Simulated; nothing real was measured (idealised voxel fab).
The process module presented herein is designated voxel lift off.
For reference, the cross-section in this document is cut, with width 295 nm and square cells of 5 nm.
For the purposes of this document, a cross-section shall be understood as a grid of square cells, specified as bands listed in top-to-bottom order, each band consisting of one or more rows of cells.
The entry gives the band's vertical extent as a top height and a bottom height in nm, then its horizontal make-up as materials from left to right, each with a width in nm. "air" stands for empty space; a single material marked "everywhere" fills the band edge to edge.
Where do heights start? At 0: under that level the wafer as delivered is made of one material only. And the lowest band has no floor; it just carries on downward, as in "top 0, no bottom".
The notation "30->40" denotes a width that varies across the rows of cells in the band, beginning at the first number in the top row, finishing at the second number in the bottom row, and changing by an identical amount from each row to the next.
Take "all unchanged" at face value: in the step it is given for, the cross-section changed in none of its cells.
For the entry "Listed closed voids", the listed items are empty spaces with no open way to the top whose size is 8 cells or more; each item follows the pattern width x height at distance, where distance is from the left edge and all three are in nm.
Read whatever lies past the settings on a step's line as the simulator's own remark about the step.
Among the settings permitted on a step's line is "overlay nm"; applied to a step with a mask, it specifies the extent to which the mask lay to the right of its planned position, whereas a negative figure signifies a position to the left.

The process steps that were planned are listed below:
1. op RECEIVE | material Si
2. op CONFORMAL_DEP | material SiO2 | thk nm 15
3. op PATTERN | tone open | mask id LINES | material resist | width nm 20 | pitch nm 40 | thk nm 15 | overlay nm 0
4. op DIRECTIONAL_DEP | material Ru | thk nm 5
5. op STRIP | etch materials resist
6. op CONFORMAL_DEP | material SiCN | thk nm 5
The wafers are alike at the start. At step 6, their thk nm differs. The plan lists the first wafer's value.

The as-received cross-section of the first of several wafers corresponds to the state after step 1:
> top 0, no bottom = Si everywhere
> Listed closed voids: none

Take a look at the first of several wafers in cross-section: the module is done, and step 6 was its last step:
> top 25, bottom 20 = air: 110  SiCN: 30  air: 10  SiCN: 30  air: 115
> top 20, bottom 15 = SiCN: 115  Ru: 20  SiCN: 20  Ru: 20  SiCN: 120
> top 15, bottom 0 = SiO2 everywhere
> top 0, no bottom = Si everywhere
> Listed closed voids: none

Last-wafer cross-section at the end of the module:
> top 40, bottom 35 = air: 95  SiCN: 100  air: 100
> top 35, bottom 20 = SiCN everywhere
> top 20, bottom 15 = SiCN: 115  Ru: 20  SiCN: 20  Ru: 20  SiCN: 120
> top 15, bottom 0 = SiO2 everywhere
> top 0, no bottom = Si everywhere
> Listed closed voids: none

Heads up, this table goes wafer by wafer. A row tells you, at the end of the module, how many cells of each material that wafer has put on (+) or dropped (-) since it was received, and then its closed voids:
thk nm 5; +8 Ru; +63 SiCN; +177 SiO2; Listed closed voids: none
thk nm 10; +8 Ru; +126 SiCN; +177 SiO2; Listed closed voids: none
thk nm 15; +8 Ru; +187 SiCN; +177 SiO2; Listed closed voids: none
thk nm 20; +8 Ru; +248 SiCN; +177 SiO2; Listed closed voids: none
